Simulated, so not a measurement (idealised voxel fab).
Title: Process Module voxel released beams
For reference, the cross-section in this document is cut, with width 255 nm and square cells of 5 nm.
A cross-section is a grid of square cells, given in bands from the top down. A band is one or more rows of cells.
Within each band entry, the heights of the top and of the bottom of the band appear first, in that order and in nm; the materials of the band then follow from left to right, each with its corresponding width in nm. The designation "all across" on a single material indicates that it fills the band from edge to edge; the designation "blank" indicates empty space.
Beneath 0, the wafer as received is one material, and that level is where height counting begins. The lowest band goes on downward without a bottom; it is written like "0 -> down".
With a width like "30 to 40", each row of cells in the band differs from the next by the same amount, the top row carrying the first number and the bottom row the second.
Step marked "nothing was modified"? Then no cell in the cross-section changed in it.
Closed empty spaces (no open way to the top) of 8 cells or more are what "Tabulated closed voids" lists, each as width x height at distance from the left edge, nm for all three.
Note: text after step settings on the step line = simulator remark on that step.
overlay nm: mask offset rightward from planned place, masked step; negative means leftward offset.

This section lists the process steps that were planned:
1) RECEIVE,material Si
2) CONFORMAL_DEP,material Al2O3,thk nm 5
3) DIRECTIONAL_DEP,material SiO2,thk nm 20
4) PATTERN,tone open,mask id ANCHOR,material resist,width nm 35,thk nm 20,overlay nm 0
5) DIRECTIONAL_ETCH,etch materials SiO2,depth nm 20
6) STRIP,etch materials resist
7) CONFORMAL_DEP,material SiN,thk nm 15
8) MASKED_ETCH,tone cover,mask id BEAM,width nm 120,etch materials SiN,depth nm 15,overlay nm 0
9) STRIP,etch materials SiO2

As-received state of the wafer in cross-section, equivalent to post-step 1:
* 0 -> down | Si all across
* Tabulated closed voids: none

Looking at the first of two wafers in cross-section at end of module - ran to plan:
* 40 -> 25 | blank (65) | SiN (20) | blank (5) | SiN (95) | blank (70)
* 25 -> 20 | blank (70) | SiN (15) | blank (5) | SiN (15) | blank (150)
* 20 -> 5 | blank (70) | SiN (35) | blank (150)
* 5 -> 0 | Al2O3 all across
* 0 -> down | Si all across
* Tabulated closed voids: none

Presented here is a cross-section of the second of the two wafers as it stood at the end of the module. It was started in the same manner and assigned the same plan as the first wafer; however, one mistake was made in its execution:
* 50 -> 35 | blank (65) | SiN (20) | blank (5) | SiN (95) | blank (70)
* 35 -> 30 | blank (70) | SiN (15) | blank (5) | SiN (15) | blank (150)
* 30 -> 15 | blank (70) | SiN (35) | blank (150)
* 15 -> 0 | Al2O3 all across
* 0 -> down | Si all across
* Tabulated closed voids: none
What was done differently from what was planned? not per plan at step 2, really ran CONFORMAL_DEP,material Al2O3,thk nm 15
Cell-count delta at end, second wafer over first, by material: Al2O3: 102 more
